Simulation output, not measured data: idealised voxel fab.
Process module in this document: voxel capacitor over wiring
For reference, the cross-section in this document is cut, with width 235 nm and square cells of 5 nm.
Cross-sections here: square-cell grids, written as top-down lists of bands, a band being one or more rows of cells. Within each band entry, the heights of the top and of the bottom of the band appear first, in that order and in nm; the materials of the band then follow from left to right, each with its corresponding width in nm. The designation "everywhere" on a single material indicates that it fills the band from edge to edge; the designation "blank" indicates empty space. Height 0 is the level under which the wafer as received is all one material. The lowest band goes on downwards, as in "0..down". So if you see something like "30->40" for the width, read it as the top row of the band sitting at the first number and the bottom row at the second, with every row in between moving by the same amount as the last. Where a step carries "all unchanged", the cross-section came out of it unchanged, cell for cell. The entry titled "Closed void roster" provides the empty spaces that have no open way to the top, restricted to those of 8 cells or more. Each is presented as width x height at distance, the distance being measured from the left edge, with all three in nm. It should be noted that, on the line of a given step, the content following the step's settings is a remark produced by the simulator itself with respect to that step. The line of a step may include "overlay nm". On a step with a mask, this value is how far to the right of its planned place the mask lay. A negative value means the mask lay to the left.

-- Planned step list for the process
- 1: op RECEIVE | material Si
- 2: op CONFORMAL_DEP | material SiO2 | thk nm 15
- 3: op CONFORMAL_DEP | material SiN | thk nm 5
- 4: op DIRECTIONAL_DEP | material SiO2 | thk nm 15
- 5: op DIRECTIONAL_DEP | material aC | thk nm 10
- 6: op PATTERN | tone open | mask id METAL_1 | material resist | width nm 25 | pitch nm 90 | thk nm 30 | overlay nm 0
- 7: op DIRECTIONAL_ETCH | etch materials aC | depth nm 10
- 8: op STRIP | etch materials resist
- 9: op DIRECTIONAL_ETCH | etch materials SiO2 | depth nm 15
- 10: op DIRECTIONAL_ETCH | etch materials SiN | depth nm 5
- 11: op STRIP | etch materials aC
- 12: op CONFORMAL_DEP | material TiN | thk nm 5
- 13: op FILL_DEP | material Cu | thk nm 5
- 14: op CMP | height nm 35
- 15: op EPI | material Ru | thk nm 5
- 16: op FILL_DEP | material SiCN | thk nm 5
- 17: op DIRECTIONAL_DEP | material lowk | thk nm 15
- 18: op DIRECTIONAL_DEP | material aC | thk nm 10
- 19: op PATTERN | tone open | mask id PLUG_1 | material resist | width nm 15 | thk nm 30 | overlay nm 0
- 20: op DIRECTIONAL_ETCH | etch materials aC | depth nm 10
- 21: op STRIP | etch materials resist
- 22: op DIRECTIONAL_ETCH | etch materials lowk | depth nm 15
- 23: op DIRECTIONAL_ETCH | etch materials SiCN | depth nm 5
- 24: op STRIP | etch materials aC
- 25: op EPI | material Ru | thk nm 10
- 26: op EPI | material Ru | thk nm 10
- 27: op DIRECTIONAL_DEP | material TiN | thk nm 5
- 28: op DIRECTIONAL_DEP | material Al2O3 | thk nm 5
- 29: op DIRECTIONAL_DEP | material TiN | thk nm 10
- 30: op MASKED_ETCH | tone cover | mask id UPPER_PLATE | width nm 70 | etch materials TiN | depth nm 10 | overlay nm 0
- 31: op MASKED_ETCH | tone cover | mask id UPPER_PLATE | width nm 70 | etch materials Al2O3 | depth nm 5 | overlay nm 0
- 32: op DIRECTIONAL_DEP | material aC | thk nm 15
- 33: op PATTERN | tone cover | mask id LOWER_PLATE | material resist | width nm 80 | thk nm 35 | overlay nm 0
- 34: op DIRECTIONAL_ETCH | etch materials aC | depth nm 15
- 35: op STRIP | etch materials resist
- 36: op DIRECTIONAL_ETCH | etch materials TiN | depth nm 5
- 37: op STRIP | etch materials aC
- 38: op FILL_DEP | material SiO2 | thk nm 15
- 39: op CMP | height nm 90
- 40: op DIRECTIONAL_DEP | material aC | thk nm 15
- 41: op PATTERN | tone open | mask id PLUG_2 | material resist | width nm 15 | thk nm 35 | overlay nm 0
- 42: op DIRECTIONAL_ETCH | etch materials aC | depth nm 15
- 43: op STRIP | etch materials resist
- 44: op DIRECTIONAL_ETCH | etch materials SiO2 | depth nm 10
- 45: op STRIP | etch materials aC
- 46: op CONFORMAL_DEP | material TiN | thk nm 5
- 47: op FILL_DEP | material Ru | thk nm 5
- 48: op CMP | height nm 90
- 49: op CONFORMAL_DEP | material SiCN | thk nm 5

-- First wafer out of two, processed as planned

-- Incoming wafer in cross-section (state: after step 1)
0..down: Si everywhere
Closed void roster: none

-- Wafer after step 2 (cross-section)
15..0: SiO2 everywhere
Beneath the level 0, the cross-section is identical to its previous state.

-- Wafer after step 3 (cross-section)
20..15: SiN everywhere
Beneath the level 15, the cross-section is identical to its previous state.

-- Wafer after step 4 (cross-section)
35..20: SiO2 everywhere
Beneath the level 20, the cross-section is identical to its previous state.

-- Wafer after step 5 (cross-section)
45..35: aC everywhere
Beneath the level 35, the cross-section is identical to its previous state.

-- Wafer after step 6 (cross-section)
75..45: resist 60 nm | blank 25 nm | resist 65 nm | blank 25 nm | resist 60 nm
Beneath the level 45, the cross-section is identical to its previous state.

-- Wafer after step 7 (cross-section)
65..45: resist 60 nm | blank 25 nm | resist 65 nm | blank 25 nm | resist 60 nm
45..35: aC 60 nm | blank 25 nm | aC 65 nm | blank 25 nm | aC 60 nm
Beneath the level 35, the cross-section is identical to its previous state.

-- Wafer after step 8 (cross-section)
45..35: aC 60 nm | blank 25 nm | aC 65 nm | blank 25 nm | aC 60 nm
Beneath the level 35, the cross-section is identical to its previous state.

-- Wafer after step 9 (cross-section)
45..35: aC 60 nm | blank 25 nm | aC 65 nm | blank 25 nm | aC 60 nm
35..20: SiO2 60 nm | blank 25 nm | SiO2 65 nm | blank 25 nm | SiO2 60 nm
Beneath the level 20, the cross-section is identical to its previous state.

-- Wafer after step 10 (cross-section)
45..35: aC 60 nm | blank 25 nm | aC 65 nm | blank 25 nm | aC 60 nm
35..20: SiO2 60 nm | blank 25 nm | SiO2 65 nm | blank 25 nm | SiO2 60 nm
20..15: SiN 60 nm | blank 25 nm | SiN 65 nm | blank 25 nm | SiN 60 nm
Beneath the level 15, the cross-section is identical to its previous state.

-- Wafer after step 11 (cross-section)
35..20: SiO2 60 nm | blank 25 nm | SiO2 65 nm | blank 25 nm | SiO2 60 nm
Beneath the level 20, the cross-section is identical to its previous state.

-- Wafer after step 12 (cross-section)
40..35: TiN 65 nm | blank 15 nm | TiN 75 nm | blank 15 nm | TiN 65 nm
35..20: SiO2 60 nm | TiN 5 nm | blank 15 nm | TiN 5 nm | SiO2 65 nm | TiN 5 nm | blank 15 nm | TiN 5 nm | SiO2 60 nm
20..15: SiN 60 nm | TiN 25 nm | SiN 65 nm | TiN 25 nm | SiN 60 nm
Beneath the level 15, the cross-section is identical to its previous state.

-- Wafer after step 13 (cross-section)
45..40: Cu everywhere
40..35: TiN 65 nm | Cu 15 nm | TiN 75 nm | Cu 15 nm | TiN 65 nm
35..20: SiO2 60 nm | TiN 5 nm | Cu 15 nm | TiN 5 nm | SiO2 65 nm | TiN 5 nm | Cu 15 nm | TiN 5 nm | SiO2 60 nm
Beneath the level 20, the cross-section is identical to its previous state.

-- Wafer after step 14 (cross-section)
35..20: SiO2 60 nm | TiN 5 nm | Cu 15 nm | TiN 5 nm | SiO2 65 nm | TiN 5 nm | Cu 15 nm | TiN 5 nm | SiO2 60 nm
Beneath the level 20, the cross-section is identical to its previous state.

-- Wafer after step 15 (cross-section)
40..35: blank 55 nm | Ru 35 nm | blank 55 nm | Ru 35 nm | blank 55 nm
Beneath the level 35, the cross-section is identical to its previous state.

-- Wafer after step 16 (cross-section)
45..40: SiCN everywhere
40..35: SiCN 55 nm | Ru 35 nm | SiCN 55 nm | Ru 35 nm | SiCN 55 nm
Beneath the level 35, the cross-section is identical to its previous state.

-- Wafer after step 17 (cross-section)
60..45: lowk everywhere
Beneath the level 45, the cross-section is identical to its previous state.

-- Wafer after step 18 (cross-section)
70..60: aC everywhere
Beneath the level 60, the cross-section is identical to its previous state.

-- Wafer after step 19 (cross-section)
100..70: resist 70 nm | blank 15 nm | resist 150 nm
Beneath the level 70, the cross-section is identical to its previous state.

-- Wafer after step 20 (cross-section)
90..70: resist 70 nm | blank 15 nm | resist 150 nm
70..60: aC 70 nm | blank 15 nm | aC 150 nm
Beneath the level 60, the cross-section is identical to its previous state.

-- Wafer after step 21 (cross-section)
70..60: aC 70 nm | blank 15 nm | aC 150 nm
Beneath the level 60, the cross-section is identical to its previous state.

-- Wafer after step 22 (cross-section)
70..60: aC 70 nm | blank 15 nm | aC 150 nm
60..45: lowk 70 nm | blank 15 nm | lowk 150 nm
Beneath the level 45, the cross-section is identical to its previous state.

-- Wafer after step 23 (cross-section)
70..60: aC 70 nm | blank 15 nm | aC 150 nm
60..45: lowk 70 nm | blank 15 nm | lowk 150 nm
45..40: SiCN 70 nm | blank 15 nm | SiCN 150 nm
Beneath the level 40, the cross-section is identical to its previous state.

-- Wafer after step 24 (cross-section)
60..45: lowk 70 nm | blank 15 nm | lowk 150 nm
Beneath the level 45, the cross-section is identical to its previous state.

-- Wafer after step 25 (cross-section)
60..50: lowk 70 nm | blank 15 nm | lowk 150 nm
50..45: lowk 70 nm | Ru 15 nm | lowk 150 nm
45..40: SiCN 70 nm | Ru 15 nm | SiCN 150 nm
Beneath the level 40, the cross-section is identical to its previous state.

-- Wafer after step 26 (cross-section)
60..45: lowk 70 nm | Ru 15 nm | lowk 150 nm
Beneath the level 45, the cross-section is identical to its previous state.

-- Wafer after step 27 (cross-section)
65..60: TiN everywhere
Beneath the level 60, the cross-section is identical to its previous state.

-- Wafer after step 28 (cross-section)
70..65: Al2O3 everywhere
Beneath the level 65, the cross-section is identical to its previous state.

-- Wafer after step 29 (cross-section)
80..70: TiN everywhere
Beneath the level 70, the cross-section is identical to its previous state.

-- Wafer after step 30 (cross-section)
80..70: blank 70 nm | TiN 70 nm | blank 95 nm
Beneath the level 70, the cross-section is identical to its previous state.

-- Wafer after step 31 (cross-section)
80..70: blank 70 nm | TiN 70 nm | blank 95 nm
70..65: blank 70 nm | Al2O3 70 nm | blank 95 nm
Beneath the level 65, the cross-section is identical to its previous state.

-- Wafer after step 32 (cross-section)
95..80: blank 70 nm | aC 70 nm | blank 95 nm
80..70: aC 70 nm | TiN 70 nm | aC 95 nm
70..65: aC 70 nm | Al2O3 70 nm | aC 95 nm
Beneath the level 65, the cross-section is identical to its previous state.

-- Wafer after step 33 (cross-section)
130..95: blank 65 nm | resist 80 nm | blank 90 nm
95..80: blank 65 nm | resist 5 nm | aC 70 nm | resist 5 nm | blank 90 nm
Beneath the level 80, the cross-section is identical to its previous state.

-- Wafer after step 34 (cross-section)
115..95: blank 65 nm | resist 80 nm | blank 90 nm
95..80: blank 65 nm | resist 5 nm | aC 70 nm | resist 5 nm | blank 90 nm
80..70: blank 65 nm | aC 5 nm | TiN 70 nm | aC 5 nm | blank 90 nm
70..65: blank 65 nm | aC 5 nm | Al2O3 70 nm | aC 5 nm | blank 90 nm
Beneath the level 65, the cross-section is identical to its previous state.

-- Wafer after step 35 (cross-section)
95..80: blank 70 nm | aC 70 nm | blank 95 nm
Beneath the level 80, the cross-section is identical to its previous state.

-- Wafer after step 36 (cross-section)
95..80: blank 70 nm | aC 70 nm | blank 95 nm
80..70: blank 65 nm | aC 5 nm | TiN 70 nm | aC 5 nm | blank 90 nm
70..65: blank 65 nm | aC 5 nm | Al2O3 70 nm | aC 5 nm | blank 90 nm
65..60: blank 65 nm | TiN 80 nm | blank 90 nm
Beneath the level 60, the cross-section is identical to its previous state.

-- Wafer after step 37 (cross-section)
80..70: blank 70 nm | TiN 70 nm | blank 95 nm
70..65: blank 70 nm | Al2O3 70 nm | blank 95 nm
Beneath the level 65, the cross-section is identical to its previous state.

-- Wafer after step 38 (cross-section)
95..80: SiO2 everywhere
80..70: SiO2 70 nm | TiN 70 nm | SiO2 95 nm
70..65: SiO2 70 nm | Al2O3 70 nm | SiO2 95 nm
65..60: SiO2 65 nm | TiN 80 nm | SiO2 90 nm
Beneath the level 60, the cross-section is identical to its previous state.

-- Wafer after step 39 (cross-section)
90..80: SiO2 everywhere
Beneath the level 80, the cross-section is identical to its previous state.

-- Wafer after step 40 (cross-section)
105..90: aC everywhere
Beneath the level 90, the cross-section is identical to its previous state.

-- Wafer after step 41 (cross-section)
140..105: resist 80 nm | blank 15 nm | resist 140 nm
Beneath the level 105, the cross-section is identical to its previous state.

-- Wafer after step 42 (cross-section)
125..105: resist 80 nm | blank 15 nm | resist 140 nm
105..90: aC 80 nm | blank 15 nm | aC 140 nm
Beneath the level 90, the cross-section is identical to its previous state.

-- Wafer after step 43 (cross-section)
105..90: aC 80 nm | blank 15 nm | aC 140 nm
Beneath the level 90, the cross-section is identical to its previous state.

-- Wafer after step 44 (cross-section)
105..90: aC 80 nm | blank 15 nm | aC 140 nm
90..80: SiO2 80 nm | blank 15 nm | SiO2 140 nm
Beneath the level 80, the cross-section is identical to its previous state.

-- Wafer after step 45 (cross-section)
90..80: SiO2 80 nm | blank 15 nm | SiO2 140 nm
Beneath the level 80, the cross-section is identical to its previous state.

-- Wafer after step 46 (cross-section)
95..90: TiN 85 nm | blank 5 nm | TiN 145 nm
90..85: SiO2 80 nm | TiN 5 nm | blank 5 nm | TiN 5 nm | SiO2 140 nm
85..80: SiO2 80 nm | TiN 15 nm | SiO2 140 nm
Beneath the level 80, the cross-section is identical to its previous state.

-- Wafer after step 47 (cross-section)
100..95: Ru everywhere
95..90: TiN 85 nm | Ru 5 nm | TiN 145 nm
90..85: SiO2 80 nm | TiN 5 nm | Ru 5 nm | TiN 5 nm | SiO2 140 nm
Beneath the level 85, the cross-section is identical to its previous state.

-- Wafer after step 48 (cross-section)
90..85: SiO2 80 nm | TiN 5 nm | Ru 5 nm | TiN 5 nm | SiO2 140 nm
Beneath the level 85, the cross-section is identical to its previous state.

-- Wafer after step 49 (cross-section)
95..90: SiCN everywhere
Beneath the level 90, the cross-section is identical to its previous state.

-- Now the other wafer: same start, same recipe, but we messed up one thing when running it. Up to and including step 27 it's the same as the first one

-- Cross-section of the second wafer corresponding to the planned conclusion of step 28
75..60: TiN everywhere
Beneath the level 60, the cross-section is identical to its previous state.

-- Cross-section of the second wafer corresponding to the planned conclusion of step 29
80..75: Al2O3 everywhere
Beneath the level 75, the cross-section is identical to its previous state.

Cross-section of the second wafer corresponding to the planned conclusion of step 30: all unchanged

-- Cross-section of the second wafer corresponding to the planned conclusion of step 31
80..75: blank 70 nm | Al2O3 70 nm | blank 95 nm
Beneath the level 75, the cross-section is identical to its previous state.

-- Cross-section of the second wafer corresponding to the planned conclusion of step 32
95..90: blank 70 nm | aC 70 nm | blank 95 nm
90..80: aC everywhere
80..75: aC 70 nm | Al2O3 70 nm | aC 95 nm
Beneath the level 75, the cross-section is identical to its previous state.

-- Cross-section of the second wafer corresponding to the planned conclusion of step 33
130..95: blank 65 nm | resist 80 nm | blank 90 nm
95..90: blank 65 nm | resist 5 nm | aC 70 nm | resist 5 nm | blank 90 nm
Beneath the level 90, the cross-section is identical to its previous state.

-- Cross-section of the second wafer corresponding to the planned conclusion of step 34
115..95: blank 65 nm | resist 80 nm | blank 90 nm
95..90: blank 65 nm | resist 5 nm | aC 70 nm | resist 5 nm | blank 90 nm
90..80: blank 65 nm | aC 80 nm | blank 90 nm
80..75: blank 65 nm | aC 5 nm | Al2O3 70 nm | aC 5 nm | blank 90 nm
Beneath the level 75, the cross-section is identical to its previous state.

-- Cross-section of the second wafer corresponding to the planned conclusion of step 35
95..90: blank 70 nm | aC 70 nm | blank 95 nm
Beneath the level 90, the cross-section is identical to its previous state.

-- Cross-section of the second wafer corresponding to the planned conclusion of step 36
95..90: blank 70 nm | aC 70 nm | blank 95 nm
90..80: blank 65 nm | aC 80 nm | blank 90 nm
80..75: blank 65 nm | aC 5 nm | Al2O3 70 nm | aC 5 nm | blank 90 nm
75..70: blank 65 nm | TiN 80 nm | blank 90 nm
Beneath the level 70, the cross-section is identical to its previous state.

-- Cross-section of the second wafer corresponding to the planned conclusion of step 37
80..75: blank 70 nm | Al2O3 70 nm | blank 95 nm
Beneath the level 75, the cross-section is identical to its previous state.

-- Cross-section of the second wafer corresponding to the planned conclusion of step 38
95..80: SiO2 everywhere
80..75: SiO2 70 nm | Al2O3 70 nm | SiO2 95 nm
75..70: SiO2 65 nm | TiN 80 nm | SiO2 90 nm
Beneath the level 70, the cross-section is identical to its previous state.

-- Cross-section of the second wafer corresponding to the planned conclusion of step 39
90..80: SiO2 everywhere
Beneath the level 80, the cross-section is identical to its previous state.

-- Cross-section of the second wafer corresponding to the planned conclusion of step 40
105..90: aC everywhere
Beneath the level 90, the cross-section is identical to its previous state.

-- Cross-section of the second wafer corresponding to the planned conclusion of step 41
140..105: resist 80 nm | blank 15 nm | resist 140 nm
Beneath the level 105, the cross-section is identical to its previous state.

-- Cross-section of the second wafer corresponding to the planned conclusion of step 42
125..105: resist 80 nm | blank 15 nm | resist 140 nm
105..90: aC 80 nm | blank 15 nm | aC 140 nm
Beneath the level 90, the cross-section is identical to its previous state.

-- Cross-section of the second wafer corresponding to the planned conclusion of step 43
105..90: aC 80 nm | blank 15 nm | aC 140 nm
Beneath the level 90, the cross-section is identical to its previous state.

-- Cross-section of the second wafer corresponding to the planned conclusion of step 44
105..90: aC 80 nm | blank 15 nm | aC 140 nm
90..80: SiO2 80 nm | blank 15 nm | SiO2 140 nm
Beneath the level 80, the cross-section is identical to its previous state.

-- Cross-section of the second wafer corresponding to the planned conclusion of step 45
90..80: SiO2 80 nm | blank 15 nm | SiO2 140 nm
Beneath the level 80, the cross-section is identical to its previous state.

-- Cross-section of the second wafer corresponding to the planned conclusion of step 46
95..90: TiN 85 nm | blank 5 nm | TiN 145 nm
90..85: SiO2 80 nm | TiN 5 nm | blank 5 nm | TiN 5 nm | SiO2 140 nm
85..80: SiO2 80 nm | TiN 15 nm | SiO2 140 nm
Beneath the level 80, the cross-section is identical to its previous state.

-- Cross-section of the second wafer corresponding to the planned conclusion of step 47
100..95: Ru everywhere
95..90: TiN 85 nm | Ru 5 nm | TiN 145 nm
90..85: SiO2 80 nm | TiN 5 nm | Ru 5 nm | TiN 5 nm | SiO2 140 nm
Beneath the level 85, the cross-section is identical to its previous state.

-- Cross-section of the second wafer corresponding to the planned conclusion of step 48
90..85: SiO2 80 nm | TiN 5 nm | Ru 5 nm | TiN 5 nm | SiO2 140 nm
Beneath the level 85, the cross-section is identical to its previous state.

-- Cross-section of the second wafer corresponding to the planned conclusion of step 49
95..90: SiCN everywhere
Beneath the level 90, the cross-section is identical to its previous state.
Nonconformance to the process plan: deviation from plan: step 29 and step 28 executed in one another's positions
Cell-count delta at end, second wafer over first, by material: 66 fewer of SiO2; 66 more of TiN
